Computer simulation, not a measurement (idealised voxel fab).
Documented hereafter: the process module known as voxel spacer lines.
It is cross-section cut that appears here, measuring 160 nm in width, its square cells being 5 nm in size.
A cross-section in this document is a grid of square cells, and it is written down as bands, the top band listed before the ones below it; a band is made up of one or more rows of cells.
In this notation a band is specified by the heights of its top and bottom, in that order and in nm, after which its materials appear from left to right, each paired with its width in nm. The word "all across" attached to a single material means that material fills the band from edge to edge; the word "air" stands for empty space.
Heights are measured from 0, the level below which the as-received wafer is all one material; the lowest band has no bottom and continues downward, written as in "0..down".
A width given as "30 to 40" starts at the first number in the band's top row and ends at the second number in its bottom row, shifting by an equal amount at every step from row to row.
"remained unchanged" for a step: no cell of the cross-section changed in that step.
Closed-off voids of 8+ cells (no open route to the top) go in "Closed void inventory", written width x height at distance from the left edge, in nm.
Step line, after settings: the simulator's comment on this step.
overlay nm: step with mask; distance mask lay right of planned place; negative value = left of planned place.
Below is the list of planned process steps:
1) RECEIVE (material Si)
2) CONFORMAL_DEP (material Al2O3; thk nm 5)
3) DIRECTIONAL_DEP (material polySi; thk nm 20)
4) DIRECTIONAL_DEP (material aC; thk nm 20)
5) PATTERN (tone cover; mask id MANDREL; material resist; width nm 25; pitch nm 80; thk nm 30; overlay nm -10)
6) DIRECTIONAL_ETCH (etch materials aC; depth nm 20)
7) STRIP (etch materials resist)
8) CONFORMAL_DEP (material SiN; thk nm 15)
9) DIRECTIONAL_ETCH (etch materials SiN; depth nm 15)
10) STRIP (etch materials aC)
11) DIRECTIONAL_ETCH (etch materials polySi; depth nm 20)
12) STRIP (etch materials SiN)
Across this set of wafers, the varied parameter is the overlay nm of step 5. Starting conditions are identical for every wafer, and the plan reports the value assigned to the first wafer.
Received condition of the first of several wafers, sectioned: post-step 1:
0..down: Si all across
Closed void inventory: none
Cross-section after step 12, the final step of the module, for the first of several wafers:
25..5: polySi 15 nm, air 25 nm, polySi 15 nm, air 25 nm, polySi 15 nm, air 25 nm, polySi 15 nm, air 25 nm
5..0: Al2O3 all across
0..down: Si all across
Closed void inventory: none
Cross-section of the final wafer among several, taken at the end of the module:
25..5: air 25 nm, polySi 15 nm, air 25 nm, polySi 15 nm, air 25 nm, polySi 15 nm, air 25 nm, polySi 15 nm
5..0: Al2O3 all across
0..down: Si all across
Closed void inventory: none
Quick key for the table: a row per wafer, taken at the end of the module. For each material it tells you how many cells the wafer gained (+) or lost (-) since it came in, and the closed voids come after:
overlay nm -10; +32 Al2O3; +48 polySi; Closed void inventory: none
overlay nm -5; +32 Al2O3; +48 polySi; Closed void inventory: none
overlay nm 0; +32 Al2O3; +48 polySi; Closed void inventory: none
overlay nm 5; +32 Al2O3; +48 polySi; Closed void inventory: none
overlay nm 10; +32 Al2O3; +48 polySi; Closed void inventory: none
overlay nm 15; +32 Al2O3; +48 polySi; Closed void inventory: none
